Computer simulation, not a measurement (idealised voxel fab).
process module | voxel wiring stack
cross-section cut | 145 nm wide | cells 5 nm
A cross-section is a grid of square cells, given in bands from the top down. A band is one or more rows of cells.
Each band's line starts with the height of the band's top and of its bottom, in nm. Then come its materials from left to right, each with its width in nm. One material with "throughout" fills the band from edge to edge. "air" is empty space.
Height 0 is the level under which the wafer as received is all one material. The lowest band goes on downwards, as in "0 down".
A width such as "30 to 40" changes by the same amount from each row of cells to the next, from the band's top row to its bottom row.
"no change" after a step means that no cell of the cross-section changed.
closed voids: empty space of 8 cells or more with no open way to the top, each as width x height at its distance from the left edge, in nm
after a step's settings: what the simulator itself notes on the step
overlay nm, on a step with a mask: how far to the right of its planned place the mask lay; to the left if negative
plan
1 op RECEIVE | material Si
2 op CONFORMAL_DEP | material SiO2 | thk nm 15
3 op DIRECTIONAL_DEP | material TiN | thk nm 5
4 op DIRECTIONAL_DEP | material W | thk nm 15
5 op MASKED_ETCH | tone cover | mask id METAL_1 | width nm 30 | pitch nm 60 | etch materials W | depth nm 15 | overlay nm 0
6 op MASKED_ETCH | tone cover | mask id METAL_1 | width nm 30 | pitch nm 60 | etch materials TiN | depth nm 5 | overlay nm 0
7 op FILL_DEP | material SiO2 | thk nm 5
8 op CMP | height nm 35
9 op CONFORMAL_DEP | material SiCN | thk nm 5
10 op DIRECTIONAL_DEP | material SiO2 | thk nm 10
11 op MASKED_ETCH | tone open | mask id PLUG_1 | width nm 15 | etch materials SiO2 | depth nm 10 | overlay nm 0
12 op MASKED_ETCH | tone open | mask id PLUG_1 | width nm 15 | etch materials SiCN | depth nm 5 | overlay nm 0
13 op CONFORMAL_DEP | material TiN | thk nm 5
14 op FILL_DEP | material Cu | thk nm 5
15 op CMP | height nm 50
16 op CONFORMAL_DEP | material SiN | thk nm 5
17 op DIRECTIONAL_DEP | material lowk | thk nm 15
18 op MASKED_ETCH | tone open | mask id METAL_2 | width nm 30 | pitch nm 60 | etch materials lowk | depth nm 15 | overlay nm 0
19 op MASKED_ETCH | tone open | mask id METAL_2 | width nm 30 | pitch nm 60 | etch materials SiN | depth nm 5 | overlay nm 0
20 op CONFORMAL_DEP | material TiN | thk nm 5
21 op FILL_DEP | material Cu | thk nm 10
22 op CMP | height nm 70
23 op CONFORMAL_DEP | material SiCN | thk nm 5
24 op DIRECTIONAL_DEP | material lowk | thk nm 30
25 op MASKED_ETCH | tone open | mask id METAL_3 | width nm 30 | pitch nm 60 | etch materials lowk | depth nm 15 | overlay nm 0
26 op MASKED_ETCH | tone open | mask id METAL_3_HOLES | width nm 15 | etch materials lowk | depth nm 15 | overlay nm 0
27 op MASKED_ETCH | tone open | mask id METAL_3_HOLES | width nm 15 | etch materials SiCN | depth nm 5 | overlay nm 0
28 op CONFORMAL_DEP | material TiN | thk nm 5
29 op FILL_DEP | material Cu | thk nm 10
30 op CMP | height nm 105
31 op CONFORMAL_DEP | material SiCN | thk nm 5
32 op DIRECTIONAL_DEP | material lowk | thk nm 10
33 op DIRECTIONAL_DEP | material aC | thk nm 15
34 op PATTERN | tone open | mask id PLUG_3 | material resist | width nm 15 | thk nm 30 | overlay nm 0
35 op DIRECTIONAL_ETCH | etch materials aC | depth nm 15
36 op STRIP | etch materials resist
37 op DIRECTIONAL_ETCH | etch materials lowk | depth nm 5
38 op DIRECTIONAL_ETCH | etch materials SiCN | depth nm 5
39 op STRIP | etch materials aC
40 op EPI | material Ru | thk nm 10
41 op EPI | material Ru | thk nm 5
42 op DIRECTIONAL_DEP | material TiN | thk nm 5
43 op DIRECTIONAL_DEP | material W | thk nm 15
44 op PATTERN | tone cover | mask id METAL_4 | material resist | width nm 30 | pitch nm 60 | thk nm 20 | overlay nm 0
45 op DIRECTIONAL_ETCH | etch materials W | depth nm 15
46 op DIRECTIONAL_ETCH | etch materials TiN | depth nm 5
47 op STRIP | etch materials resist
48 op FILL_DEP | material SiO2 | thk nm 5
49 op CMP | height nm 140
50 op CONFORMAL_DEP | material SiCN | thk nm 5
varied across the wafers: depth nm of step 37. The plan shows the first wafer's value. All wafers start alike
first wafer as received, after step 1
  0 down: Si throughout
  closed voids: none
first wafer at the end, after step 50
  145 to 140: SiCN throughout
  140 to 135: SiO2 40 | W 15 | SiO2 30 | W 30 | SiO2 30
  135 to 125: SiO2 25 | W 30 | SiO2 30 | W 30 | SiO2 30
  125 to 120: SiO2 25 | W 15 | TiN 15 | SiO2 30 | TiN 30 | SiO2 30
  120 to 115: lowk 25 | TiN 15 | lowk 105
  115 to 110: lowk throughout
  110 to 105: SiCN throughout
  105 to 95: lowk 25 | TiN 5 | Cu 20 | TiN 5 | lowk 30 | TiN 5 | Cu 20 | TiN 5 | lowk 30
  95 to 90: lowk 25 | TiN 5 | Cu 5 | TiN 20 | lowk 30 | TiN 30 | lowk 30
  90 to 75: lowk 25 | TiN 5 | Cu 5 | TiN 5 | lowk 105
  75 to 70: SiCN 25 | TiN 15 | SiCN 105
  70 to 55: lowk 25 | TiN 5 | Cu 20 | TiN 5 | lowk 30 | TiN 5 | Cu 20 | TiN 5 | lowk 30
  55 to 50: SiN 25 | TiN 30 | SiN 30 | TiN 30 | SiN 30
  50 to 40: SiO2 25 | TiN 5 | Cu 5 | TiN 5 | SiO2 105
  40 to 35: SiCN 25 | TiN 15 | SiCN 105
  35 to 20: SiO2 25 | W 30 | SiO2 30 | W 30 | SiO2 30
  20 to 15: SiO2 25 | TiN 30 | SiO2 30 | TiN 30 | SiO2 30
  15 to 0: SiO2 throughout
  0 down: Si throughout
  closed voids: none
last wafer at the end
  145 to 140: SiCN throughout
  140 to 125: SiO2 25 | W 30 | SiO2 30 | W 30 | SiO2 30
  125 to 120: SiO2 25 | TiN 30 | SiO2 30 | TiN 30 | SiO2 30
  120 to 110: lowk 25 | Ru 15 | lowk 105
  110 to 105: SiCN 25 | Ru 15 | SiCN 105
  105 to 95: lowk 25 | TiN 5 | Cu 20 | TiN 5 | lowk 30 | TiN 5 | Cu 20 | TiN 5 | lowk 30
  95 to 90: lowk 25 | TiN 5 | Cu 5 | TiN 20 | lowk 30 | TiN 30 | lowk 30
  90 to 75: lowk 25 | TiN 5 | Cu 5 | TiN 5 | lowk 105
  75 to 70: SiCN 25 | TiN 15 | SiCN 105
  70 to 55: lowk 25 | TiN 5 | Cu 20 | TiN 5 | lowk 30 | TiN 5 | Cu 20 | TiN 5 | lowk 30
  55 to 50: SiN 25 | TiN 30 | SiN 30 | TiN 30 | SiN 30
  50 to 40: SiO2 25 | TiN 5 | Cu 5 | TiN 5 | SiO2 105
  40 to 35: SiCN 25 | TiN 15 | SiCN 105
  35 to 20: SiO2 25 | W 30 | SiO2 30 | W 30 | SiO2 30
  20 to 15: SiO2 25 | TiN 30 | SiO2 30 | TiN 30 | SiO2 30
  15 to 0: SiO2 throughout
  0 down: Si throughout
  closed voids: none
each wafer at the end: cells of each material gained (+) or lost (-) since it was received, then its closed voids
depth nm 5 | +46 Cu | +110 SiCN | +17 SiN | +278 SiO2 | +83 TiN | +72 W | +235 lowk | closed voids: none
depth nm 10 | +46 Cu | +9 Ru | +107 SiCN | +17 SiN | +275 SiO2 | +83 TiN | +72 W | +232 lowk | closed voids: none
depth nm 15 | +46 Cu | +9 Ru | +107 SiCN | +17 SiN | +275 SiO2 | +83 TiN | +72 W | +232 lowk | closed voids: none
depth nm 20 | +46 Cu | +9 Ru | +107 SiCN | +17 SiN | +275 SiO2 | +83 TiN | +72 W | +232 lowk | closed voids: none
depth nm 25 | +46 Cu | +9 Ru | +107 SiCN | +17 SiN | +275 SiO2 | +83 TiN | +72 W | +232 lowk | closed voids: none
